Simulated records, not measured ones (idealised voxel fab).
voxel wiring stack: a process module
Section shown: cut. Width: 265 nm. Cell size: 5 nm, square.
We lay out every cross-section as a grid of square cells and spell it out in bands from the top down, where one band means one or more rows of cells.
It is stipulated that each band's entry specify, in nanometres, the height of the top of the band and then that of its bottom, followed by the materials of the band in left-to-right sequence, each together with its width in nanometres. A single material marked by the word "full width" is understood to fill the band from edge to edge; the word "air" is understood to denote empty space.
Heights are reckoned from 0. Under this level, the received wafer is all of one material. The bottommost band is open-ended downward, for example "0 nm and below".
The width entry "30..40" should be interpreted row by row: the top row of cells in the band takes the first number, the bottom row takes the second number, and the change between adjacent rows is uniform throughout.
The cross-section has no changed cell in any step marked "identical to before".
Empty spaces without an open route to the top, at least 8 cells in extent, make up the entry "Entrapped void list"; each is given as width x height at distance, where the distance is measured from the left edge, and all are in nm.
Past the settings on a step's line: simulator remark, on that step.
"overlay nm" answers the question of how far to the right of plan the mask lay on a step that has a mask, and when it is negative the answer is to the left.
Read each pair as before and after one process step. The after cross-section shows only down to the lowest band that changed. The step between them and its settings are given below the pair. Pairs can come from different runs of this module on the same starting wafer. A pair continues from the pair above only where its "before" entry says so.

Before:
- 70 nm to 60 nm: 100 of air, then 15 of aC, then 30 of air, then 30 of aC, then 90 of air
- 60 nm to 55 nm: 85 of air, then 30 of lowk, then 30 of air, then 30 of lowk, then 90 of air
- 55 nm to 45 nm: 85 of aC, then 30 of lowk, then 30 of aC, then 30 of lowk, then 90 of aC
- 45 nm to 35 nm: lowk full width
- 35 nm to 30 nm: SiCN full width
- 30 nm to 15 nm: 85 of lowk, then 5 of TiN, then 20 of Cu, then 5 of TiN, then 30 of lowk, then 5 of TiN, then 20 of Cu, then 5 of TiN, then 90 of lowk
- 15 nm to 10 nm: 85 of SiN, then 30 of TiN, then 30 of SiN, then 30 of TiN, then 90 of SiN
- 10 nm to 0 nm: SiO2 full width
- 0 nm and below: Si full width
- Entrapped void list: none

Post-Process Section:
- 70 nm to 60 nm: 100 of air, then 15 of aC, then 30 of air, then 30 of aC, then 90 of air
- 60 nm to 55 nm: 100 of air, then 15 of lowk, then 30 of air, then 30 of lowk, then 90 of air
- 55 nm to 50 nm: 85 of aC, then 15 of air, then 15 of lowk, then 30 of aC, then 30 of lowk, then 90 of aC
- Below a height of 50, the structure has not been altered.
- Entrapped void list: none
Step applied between the pre-step and post-step cross-sections shown above: DIRECTIONAL_ETCH with etch materials lowk, depth nm 10

before: see the after view in the pair directly above.

Post-Process Section:
- 60 nm to 50 nm: 100 of air, then 15 of lowk, then 30 of air, then 30 of lowk, then 90 of air
- 50 nm to 45 nm: 85 of air, then 30 of lowk, then 30 of air, then 30 of lowk, then 90 of air
- Below a height of 45, the structure has not been altered.
- Entrapped void list: none
Step applied between the pre-step and post-step cross-sections shown above: STRIP with etch materials aC

before: see the after view in the pair directly above.

Post-Process Section:
- 65 nm to 60 nm: 95 of air, then 25 of TiN, then 20 of air, then 40 of TiN, then 85 of air
- 60 nm to 50 nm: 95..80 of air, then 5..20 of TiN, then 15 of lowk, then 5 of TiN, then 20 of air, then 5 of TiN, then 30 of lowk, then 5 of TiN, then 85 of air
- 50 nm to 45 nm: 85 of TiN, then 30 of lowk, then 30 of TiN, then 30 of lowk, then 90 of TiN
- Below a height of 45, the structure has not been altered.
- Entrapped void list: none
Step applied between the pre-step and post-step cross-sections shown above: CONFORMAL_DEP with material TiN, thk nm 5

before: see the after view in the pair directly above.

Post-Process Section:
- 70 nm to 65 nm: Cu full width
- 65 nm to 60 nm: 95 of Cu, then 25 of TiN, then 20 of Cu, then 40 of TiN, then 85 of Cu
- 60 nm to 50 nm: 95..80 of Cu, then 5..20 of TiN, then 15 of lowk, then 5 of TiN, then 20 of Cu, then 5 of TiN, then 30 of lowk, then 5 of TiN, then 85 of Cu
- Below a height of 50, the structure has not been altered.
- Entrapped void list: none
Step applied between the pre-step and post-step cross-sections shown above: FILL_DEP with material Cu, thk nm 5

before: see the after view in the pair directly above.

Post-Process Section:
- 60 nm to 50 nm: 95..80 of Cu, then 5..20 of TiN, then 15 of lowk, then 5 of TiN, then 20 of Cu, then 5 of TiN, then 30 of lowk, then 5 of TiN, then 85 of Cu
- Below a height of 50, the structure has not been altered.
- Entrapped void list: none
Step applied between the pre-step and post-step cross-sections shown above: CMP with height nm 60

before: see the after view in the pair directly above.

Post-Process Section:
- 65 nm to 60 nm: SiN full width
- Below a height of 60, the structure has not been altered.
- Entrapped void list: none
Step applied between the pre-step and post-step cross-sections shown above: CONFORMAL_DEP with material SiN, thk nm 5
